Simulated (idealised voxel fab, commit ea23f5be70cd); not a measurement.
Presented below is a process module, voxel self aligned vias.
cross-section cut | 170 nm wide | cells 5 nm
Cross-section = grid of square cells, listed top down in bands; band = one or more rows.
Look at the band entry: it leads with the top's height and the bottom's height in nm. Then it lists the materials left to right, with a width in nm for each. The word "edge to edge" on a single material says that material fills the band edge to edge. The word "empty" is empty space.
A quick word on heights: they are counted from 0, and under that level the wafer as it came to us is one material throughout. The lowest band is different from the rest in having no bottom; it simply continues downward, written as in "0 nm and below".
When a width is written as two numbers, as in "30 to 40", the first number is the width in the top row of cells of the band and the second is the width in its bottom row, and the width changes by the same amount from each row to the next.
"nothing got changed" (step): cross-section cells unchanged, all of them.
Empty spaces without an open route to the top, at least 8 cells in extent, make up the entry "Closed internal voids"; each is given as width x height at distance, where the distance is measured from the left edge, and all are in nm.
Formally, on a step line, whatever follows the settings is a remark that the simulator itself makes on the step.
The "overlay nm" setting may appear on a step's line; for a step that uses a mask, it gives how far to the right of its planned position the mask lay, and a negative value indicates the left.

List of planned process steps
1. RECEIVE with material Si
2. CONFORMAL_DEP with material SiO2, thk nm 15
3. CONFORMAL_DEP with material SiCN, thk nm 5
4. DIRECTIONAL_DEP with material lowk, thk nm 20
5. PATTERN with tone open, mask id LINES, material resist, width nm 20, pitch nm 55, thk nm 20, overlay nm 0
6. DIRECTIONAL_ETCH with etch materials lowk, depth nm 20
7. STRIP with etch materials resist
8. CONFORMAL_DEP with material TiN, thk nm 5
9. FILL_DEP with material Ru, thk nm 5
10. CMP with height nm 40
11. SELECTIVE_ETCH with etch materials W Ru TiN, depth nm 10
12. FILL_DEP with material SiN, thk nm 10
13. CMP with height nm 40
14. DIRECTIONAL_DEP with material lowk, thk nm 20
15. MASKED_ETCH with tone open, mask id VIAS, width nm 30, pitch nm 110, etch materials lowk, depth nm 20, overlay nm 0
16. MASKED_ETCH with tone open, mask id VIAS, width nm 30, pitch nm 110, etch materials SiN, depth nm 10, overlay nm 0
17. CONFORMAL_DEP with material TiN, thk nm 5
18. FILL_DEP with material Ru, thk nm 10
19. CMP with height nm 60
20. CONFORMAL_DEP with material SiN, thk nm 5

Concerning the first of two wafers, which was run in accordance with the plan

The cross-section here shows the wafer as received, i.e. in its state after step 1
* 0 nm and below: Si edge to edge
* Closed internal voids: none

Cross-section through the wafer, step 2 finished
* 15 nm to 0 nm: SiO2 edge to edge
* All layers under 0 are left as they were.

Cross-section through the wafer, step 3 finished
* 20 nm to 15 nm: SiCN edge to edge
* All layers under 15 are left as they were.

Cross-section through the wafer, step 4 finished
* 40 nm to 20 nm: lowk edge to edge
* All layers under 20 are left as they were.

Cross-section through the wafer, step 5 finished
* 60 nm to 40 nm: resist 20 nm | empty 20 nm | resist 35 nm | empty 20 nm | resist 35 nm | empty 20 nm | resist 20 nm
* All layers under 40 are left as they were.

Cross-section through the wafer, step 6 finished
* 60 nm to 40 nm: resist 20 nm | empty 20 nm | resist 35 nm | empty 20 nm | resist 35 nm | empty 20 nm | resist 20 nm
* 40 nm to 20 nm: lowk 20 nm | empty 20 nm | lowk 35 nm | empty 20 nm | lowk 35 nm | empty 20 nm | lowk 20 nm
* All layers under 20 are left as they were.

Cross-section through the wafer, step 7 finished
* 40 nm to 20 nm: lowk 20 nm | empty 20 nm | lowk 35 nm | empty 20 nm | lowk 35 nm | empty 20 nm | lowk 20 nm
* All layers under 20 are left as they were.

Cross-section through the wafer, step 8 finished
* 45 nm to 40 nm: TiN 25 nm | empty 10 nm | TiN 45 nm | empty 10 nm | TiN 45 nm | empty 10 nm | TiN 25 nm
* 40 nm to 25 nm: lowk 20 nm | TiN 5 nm | empty 10 nm | TiN 5 nm | lowk 35 nm | TiN 5 nm | empty 10 nm | TiN 5 nm | lowk 35 nm | TiN 5 nm | empty 10 nm | TiN 5 nm | lowk 20 nm
* 25 nm to 20 nm: lowk 20 nm | TiN 20 nm | lowk 35 nm | TiN 20 nm | lowk 35 nm | TiN 20 nm | lowk 20 nm
* All layers under 20 are left as they were.

Cross-section through the wafer, step 9 finished
* 50 nm to 45 nm: Ru edge to edge
* 45 nm to 40 nm: TiN 25 nm | Ru 10 nm | TiN 45 nm | Ru 10 nm | TiN 45 nm | Ru 10 nm | TiN 25 nm
* 40 nm to 25 nm: lowk 20 nm | TiN 5 nm | Ru 10 nm | TiN 5 nm | lowk 35 nm | TiN 5 nm | Ru 10 nm | TiN 5 nm | lowk 35 nm | TiN 5 nm | Ru 10 nm | TiN 5 nm | lowk 20 nm
* All layers under 25 are left as they were.

Cross-section through the wafer, step 10 finished
* 40 nm to 25 nm: lowk 20 nm | TiN 5 nm | Ru 10 nm | TiN 5 nm | lowk 35 nm | TiN 5 nm | Ru 10 nm | TiN 5 nm | lowk 35 nm | TiN 5 nm | Ru 10 nm | TiN 5 nm | lowk 20 nm
* All layers under 25 are left as they were.

Cross-section through the wafer, step 11 finished
* 40 nm to 30 nm: lowk 20 nm | empty 20 nm | lowk 35 nm | empty 20 nm | lowk 35 nm | empty 20 nm | lowk 20 nm
* All layers under 30 are left as they were.

Cross-section through the wafer, step 12 finished
* 50 nm to 40 nm: SiN edge to edge
* 40 nm to 30 nm: lowk 20 nm | SiN 20 nm | lowk 35 nm | SiN 20 nm | lowk 35 nm | SiN 20 nm | lowk 20 nm
* All layers under 30 are left as they were.

Cross-section through the wafer, step 13 finished
* 40 nm to 30 nm: lowk 20 nm | SiN 20 nm | lowk 35 nm | SiN 20 nm | lowk 35 nm | SiN 20 nm | lowk 20 nm
* All layers under 30 are left as they were.

Cross-section through the wafer, step 14 finished
* 60 nm to 40 nm: lowk edge to edge
* All layers under 40 are left as they were.

Cross-section through the wafer, step 15 finished
* 60 nm to 40 nm: lowk 15 nm | empty 30 nm | lowk 80 nm | empty 30 nm | lowk 15 nm
* All layers under 40 are left as they were.

Cross-section through the wafer, step 16 finished
* 60 nm to 40 nm: lowk 15 nm | empty 30 nm | lowk 80 nm | empty 30 nm | lowk 15 nm
* 40 nm to 30 nm: lowk 20 nm | empty 20 nm | lowk 35 nm | SiN 20 nm | lowk 35 nm | empty 20 nm | lowk 20 nm
* All layers under 30 are left as they were.

Cross-section through the wafer, step 17 finished
* 65 nm to 60 nm: TiN 20 nm | empty 20 nm | TiN 90 nm | empty 20 nm | TiN 20 nm
* 60 nm to 45 nm: lowk 15 nm | TiN 5 nm | empty 20 nm | TiN 5 nm | lowk 80 nm | TiN 5 nm | empty 20 nm | TiN 5 nm | lowk 15 nm
* 45 nm to 40 nm: lowk 15 nm | TiN 10 nm | empty 10 nm | TiN 10 nm | lowk 80 nm | TiN 10 nm | empty 10 nm | TiN 10 nm | lowk 15 nm
* 40 nm to 35 nm: lowk 20 nm | TiN 5 nm | empty 10 nm | TiN 5 nm | lowk 35 nm | SiN 20 nm | lowk 35 nm | TiN 5 nm | empty 10 nm | TiN 5 nm | lowk 20 nm
* 35 nm to 30 nm: lowk 20 nm | TiN 20 nm | lowk 35 nm | SiN 20 nm | lowk 35 nm | TiN 20 nm | lowk 20 nm
* All layers under 30 are left as they were.

Cross-section through the wafer, step 18 finished
* 75 nm to 65 nm: Ru edge to edge
* 65 nm to 60 nm: TiN 20 nm | Ru 20 nm | TiN 90 nm | Ru 20 nm | TiN 20 nm
* 60 nm to 45 nm: lowk 15 nm | TiN 5 nm | Ru 20 nm | TiN 5 nm | lowk 80 nm | TiN 5 nm | Ru 20 nm | TiN 5 nm | lowk 15 nm
* 45 nm to 40 nm: lowk 15 nm | TiN 10 nm | Ru 10 nm | TiN 10 nm | lowk 80 nm | TiN 10 nm | Ru 10 nm | TiN 10 nm | lowk 15 nm
* 40 nm to 35 nm: lowk 20 nm | TiN 5 nm | Ru 10 nm | TiN 5 nm | lowk 35 nm | SiN 20 nm | lowk 35 nm | TiN 5 nm | Ru 10 nm | TiN 5 nm | lowk 20 nm
* All layers under 35 are left as they were.

Cross-section through the wafer, step 19 finished
* 60 nm to 45 nm: lowk 15 nm | TiN 5 nm | Ru 20 nm | TiN 5 nm | lowk 80 nm | TiN 5 nm | Ru 20 nm | TiN 5 nm | lowk 15 nm
* All layers under 45 are left as they were.

Cross-section through the wafer, step 20 finished
* 65 nm to 60 nm: SiN edge to edge
* All layers under 60 are left as they were.

Wafer two of the pair: same origin, same plan, one error during the run; identical to wafer one up to and including step 4

Cross-section of the second wafer at the time by which step 5 should have been completed according to the plan
* 60 nm to 40 nm: resist 25 nm | empty 20 nm | resist 35 nm | empty 20 nm | resist 35 nm | empty 20 nm | resist 15 nm
* All layers under 40 are left as they were.

Cross-section of the second wafer at the time by which step 6 should have been completed according to the plan
* 60 nm to 40 nm: resist 25 nm | empty 20 nm | resist 35 nm | empty 20 nm | resist 35 nm | empty 20 nm | resist 15 nm
* 40 nm to 20 nm: lowk 25 nm | empty 20 nm | lowk 35 nm | empty 20 nm | lowk 35 nm | empty 20 nm | lowk 15 nm
* All layers under 20 are left as they were.

Cross-section of the second wafer at the time by which step 7 should have been completed according to the plan
* 40 nm to 20 nm: lowk 25 nm | empty 20 nm | lowk 35 nm | empty 20 nm | lowk 35 nm | empty 20 nm | lowk 15 nm
* All layers under 20 are left as they were.

Cross-section of the second wafer at the time by which step 8 should have been completed according to the plan
* 45 nm to 40 nm: TiN 30 nm | empty 10 nm | TiN 45 nm | empty 10 nm | TiN 45 nm | empty 10 nm | TiN 20 nm
* 40 nm to 25 nm: lowk 25 nm | TiN 5 nm | empty 10 nm | TiN 5 nm | lowk 35 nm | TiN 5 nm | empty 10 nm | TiN 5 nm | lowk 35 nm | TiN 5 nm | empty 10 nm | TiN 5 nm | lowk 15 nm
* 25 nm to 20 nm: lowk 25 nm | TiN 20 nm | lowk 35 nm | TiN 20 nm | lowk 35 nm | TiN 20 nm | lowk 15 nm
* All layers under 20 are left as they were.

Cross-section of the second wafer at the time by which step 9 should have been completed according to the plan
* 50 nm to 45 nm: Ru edge to edge
* 45 nm to 40 nm: TiN 30 nm | Ru 10 nm | TiN 45 nm | Ru 10 nm | TiN 45 nm | Ru 10 nm | TiN 20 nm
* 40 nm to 25 nm: lowk 25 nm | TiN 5 nm | Ru 10 nm | TiN 5 nm | lowk 35 nm | TiN 5 nm | Ru 10 nm | TiN 5 nm | lowk 35 nm | TiN 5 nm | Ru 10 nm | TiN 5 nm | lowk 15 nm
* All layers under 25 are left as they were.

Cross-section of the second wafer at the time by which step 10 should have been completed according to the plan
* 40 nm to 25 nm: lowk 25 nm | TiN 5 nm | Ru 10 nm | TiN 5 nm | lowk 35 nm | TiN 5 nm | Ru 10 nm | TiN 5 nm | lowk 35 nm | TiN 5 nm | Ru 10 nm | TiN 5 nm | lowk 15 nm
* All layers under 25 are left as they were.

Cross-section of the second wafer at the time by which step 11 should have been completed according to the plan
* 40 nm to 30 nm: lowk 25 nm | empty 20 nm | lowk 35 nm | empty 20 nm | lowk 35 nm | empty 20 nm | lowk 15 nm
* All layers under 30 are left as they were.

Cross-section of the second wafer at the time by which step 12 should have been completed according to the plan
* 50 nm to 40 nm: SiN edge to edge
* 40 nm to 30 nm: lowk 25 nm | SiN 20 nm | lowk 35 nm | SiN 20 nm | lowk 35 nm | SiN 20 nm | lowk 15 nm
* All layers under 30 are left as they were.

Cross-section of the second wafer at the time by which step 13 should have been completed according to the plan
* 40 nm to 30 nm: lowk 25 nm | SiN 20 nm | lowk 35 nm | SiN 20 nm | lowk 35 nm | SiN 20 nm | lowk 15 nm
* All layers under 30 are left as they were.

Cross-section of the second wafer at the time by which step 14 should have been completed according to the plan
* 60 nm to 40 nm: lowk edge to edge
* All layers under 40 are left as they were.

Cross-section of the second wafer at the time by which step 15 should have been completed according to the plan
* 60 nm to 40 nm: lowk 15 nm | empty 30 nm | lowk 80 nm | empty 30 nm | lowk 15 nm
* All layers under 40 are left as they were.

Cross-section of the second wafer at the time by which step 16 should have been completed according to the plan
* 60 nm to 40 nm: lowk 15 nm | empty 30 nm | lowk 80 nm | empty 30 nm | lowk 15 nm
* 40 nm to 30 nm: lowk 25 nm | empty 20 nm | lowk 35 nm | SiN 20 nm | lowk 35 nm | empty 20 nm | lowk 15 nm
* All layers under 30 are left as they were.

Cross-section of the second wafer at the time by which step 17 should have been completed according to the plan
* 65 nm to 60 nm: TiN 20 nm | empty 20 nm | TiN 90 nm | empty 20 nm | TiN 20 nm
* 60 nm to 45 nm: lowk 15 nm | TiN 5 nm | empty 20 nm | TiN 5 nm | lowk 80 nm | TiN 5 nm | empty 20 nm | TiN 5 nm | lowk 15 nm
* 45 nm to 40 nm: lowk 15 nm | TiN 15 nm | empty 10 nm | TiN 5 nm | lowk 80 nm | TiN 15 nm | empty 10 nm | TiN 5 nm | lowk 15 nm
* 40 nm to 35 nm: lowk 25 nm | TiN 5 nm | empty 10 nm | TiN 5 nm | lowk 35 nm | SiN 20 nm | lowk 35 nm | TiN 5 nm | empty 10 nm | TiN 5 nm | lowk 15 nm
* 35 nm to 30 nm: lowk 25 nm | TiN 20 nm | lowk 35 nm | SiN 20 nm | lowk 35 nm | TiN 20 nm | lowk 15 nm
* All layers under 30 are left as they were.

Cross-section of the second wafer at the time by which step 18 should have been completed according to the plan
* 75 nm to 65 nm: Ru edge to edge
* 65 nm to 60 nm: TiN 20 nm | Ru 20 nm | TiN 90 nm | Ru 20 nm | TiN 20 nm
* 60 nm to 45 nm: lowk 15 nm | TiN 5 nm | Ru 20 nm | TiN 5 nm | lowk 80 nm | TiN 5 nm | Ru 20 nm | TiN 5 nm | lowk 15 nm
* 45 nm to 40 nm: lowk 15 nm | TiN 15 nm | Ru 10 nm | TiN 5 nm | lowk 80 nm | TiN 15 nm | Ru 10 nm | TiN 5 nm | lowk 15 nm
* 40 nm to 35 nm: lowk 25 nm | TiN 5 nm | Ru 10 nm | TiN 5 nm | lowk 35 nm | SiN 20 nm | lowk 35 nm | TiN 5 nm | Ru 10 nm | TiN 5 nm | lowk 15 nm
* All layers under 35 are left as they were.

Cross-section of the second wafer at the time by which step 19 should have been completed according to the plan
* 60 nm to 45 nm: lowk 15 nm | TiN 5 nm | Ru 20 nm | TiN 5 nm | lowk 80 nm | TiN 5 nm | Ru 20 nm | TiN 5 nm | lowk 15 nm
* All layers under 45 are left as they were.

Cross-section of the second wafer at the time by which step 20 should have been completed according to the plan
* 65 nm to 60 nm: SiN edge to edge
* All layers under 60 are left as they were.
what went wrong: step 5 was run on a setting that differed from the plan, and what really ran there is PATTERN with tone open, mask id LINES, material resist, width nm 20, pitch nm 55, thk nm 20, overlay nm 5
The two final wafers agree on how many cells each material fills and disagree on which cells those are.
